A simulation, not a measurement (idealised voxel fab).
Process module in this document: voxel gate over fins
The figure presents cross-section cut, which has a width of 180 nm and is divided into square cells with an edge length of 5 nm.
Just so we're on the same page, the cross-sections are grids of square cells, and they're listed out in bands top to bottom, each band one or more rows deep.
Per band: top height and bottom height in nm, followed by the left-to-right materials and their widths in nm; "full width" marks a single material spanning edge to edge, "empty" marks empty space.
A quick word on heights: they are counted from 0, and under that level the wafer as it came to us is one material throughout. The lowest band is different from the rest in having no bottom; it simply continues downward, written as in "0 -> down".
Think of "30->40" as a width that walks from the first number to the second as you go down the band, top row to bottom row, taking equal-sized steps from row to row.
Step marked "nothing was modified"? Then no cell in the cross-section changed in it.
In "Trapped voids" the enclosed voids are listed, meaning empty spaces of 8 cells or larger without any opening to the top. The form is width x height at distance, distance from the left edge, units nm.
Read whatever lies past the settings on a step's line as the simulator's own remark about the step.
overlay nm: how far to the right of its planned place the mask lay on this masked step (negative: to the left).

## Steps planned for the process
- 1: op RECEIVE | material Si
- 2: op CONFORMAL_DEP | material SiN | thk nm 10
- 3: op DIRECTIONAL_DEP | material aC | thk nm 10
- 4: op PATTERN | tone cover | mask id FINS | material resist | width nm 15 | pitch nm 40 | thk nm 25 | overlay nm 0
- 5: op DIRECTIONAL_ETCH | etch materials aC | depth nm 10
- 6: op STRIP | etch materials resist
- 7: op DIRECTIONAL_ETCH | etch materials SiN | depth nm 10
- 8: op DIRECTIONAL_ETCH | etch materials Si | depth nm 30
- 9: op STRIP | etch materials aC
- 10: op OXIDIZE | depth nm 5
- 11: op FILL_DEP | material SiO2 | thk nm 15
- 12: op CMP | height nm 10
- 13: op SELECTIVE_ETCH | etch materials SiO2 | depth nm 25
- 14: op STRIP | etch materials SiN
- 15: op CONFORMAL_DEP | material HfO2 | thk nm 5
- 16: op CONFORMAL_DEP | material TiN | thk nm 5
- 17: op FILL_DEP | material W | thk nm 10
- 18: op CMP | height nm 15
- 19: op CONFORMAL_DEP | material SiCN | thk nm 10

## The cross-section here shows the wafer as received, i.e. in its state after step 1
	0 -> down | Si full width
	Trapped voids: none

## Wafer cross-section at module end: first of two, run to plan
	25 -> 15 | SiCN full width
	15 -> 10 | W full width
	10 -> 5 | 15 W  25 TiN  15 W  25 TiN  15 W  25 TiN  15 W  25 TiN  20 W
	5 -> 0 | 15 W  5 TiN  15 HfO2  5 TiN  15 W  5 TiN  15 HfO2  5 TiN  15 W  5 TiN  15 HfO2  5 TiN  15 W  5 TiN  15 HfO2  5 TiN  20 W
	0 -> -5 | 15 W  5 TiN  5 HfO2  5 Si  5 HfO2  5 TiN  15 W  5 TiN  5 HfO2  5 Si  5 HfO2  5 TiN  15 W  5 TiN  5 HfO2  5 Si  5 HfO2  5 TiN  15 W  5 TiN  5 HfO2  5 Si  5 HfO2  5 TiN  20 W
	-5 -> -10 | 20 TiN  5 HfO2  5 Si  5 HfO2  25 TiN  5 HfO2  5 Si  5 HfO2  25 TiN  5 HfO2  5 Si  5 HfO2  25 TiN  5 HfO2  5 Si  5 HfO2  25 TiN
	-10 -> -15 | 25 HfO2  5 Si  35 HfO2  5 Si  35 HfO2  5 Si  35 HfO2  5 Si  30 HfO2
	-15 -> -35 | 25 SiO2  5 Si  35 SiO2  5 Si  35 SiO2  5 Si  35 SiO2  5 Si  30 SiO2
	-35 -> down | Si full width
	Trapped voids: none

## End of module, second wafer, cross-section. Started like the first, planned like the first, run with one mistake
	25 -> 15 | SiCN full width
	15 -> 10 | W full width
	10 -> 5 | 25 TiN  5 W  35 TiN  5 W  35 TiN  5 W  35 TiN  5 W  30 TiN
	5 -> 0 | 20 HfO2  5 TiN  5 W  5 TiN  25 HfO2  5 TiN  5 W  5 TiN  25 HfO2  5 TiN  5 W  5 TiN  25 HfO2  5 TiN  5 W  5 TiN  25 HfO2
	0 -> -5 | 15 Si  5 HfO2  5 TiN  5 W  5 TiN  5 HfO2  15 Si  5 HfO2  5 TiN  5 W  5 TiN  5 HfO2  15 Si  5 HfO2  5 TiN  5 W  5 TiN  5 HfO2  15 Si  5 HfO2  5 TiN  5 W  5 TiN  5 HfO2  20 Si
	-5 -> -10 | 15 Si  5 HfO2  15 TiN  5 HfO2  15 Si  5 HfO2  15 TiN  5 HfO2  15 Si  5 HfO2  15 TiN  5 HfO2  15 Si  5 HfO2  15 TiN  5 HfO2  20 Si
	-10 -> -15 | 15 Si  25 HfO2  15 Si  25 HfO2  15 Si  25 HfO2  15 Si  25 HfO2  20 Si
	-15 -> -35 | 15 Si  25 SiO2  15 Si  25 SiO2  15 Si  25 SiO2  15 Si  25 SiO2  20 Si
	-35 -> down | Si full width
	Trapped voids: none
What broke from the plan during processing? so step 4 ended up running with a different setting than we planned, it ran as op PATTERN | tone open | mask id FINS | material resist | width nm 15 | pitch nm 40 | thk nm 25 | overlay nm 0
Wrapping up, a cell-based count of both wafers puts the second over or under the first for these materials: 84 more of Si | 48 fewer of SiO2 | 36 fewer of W
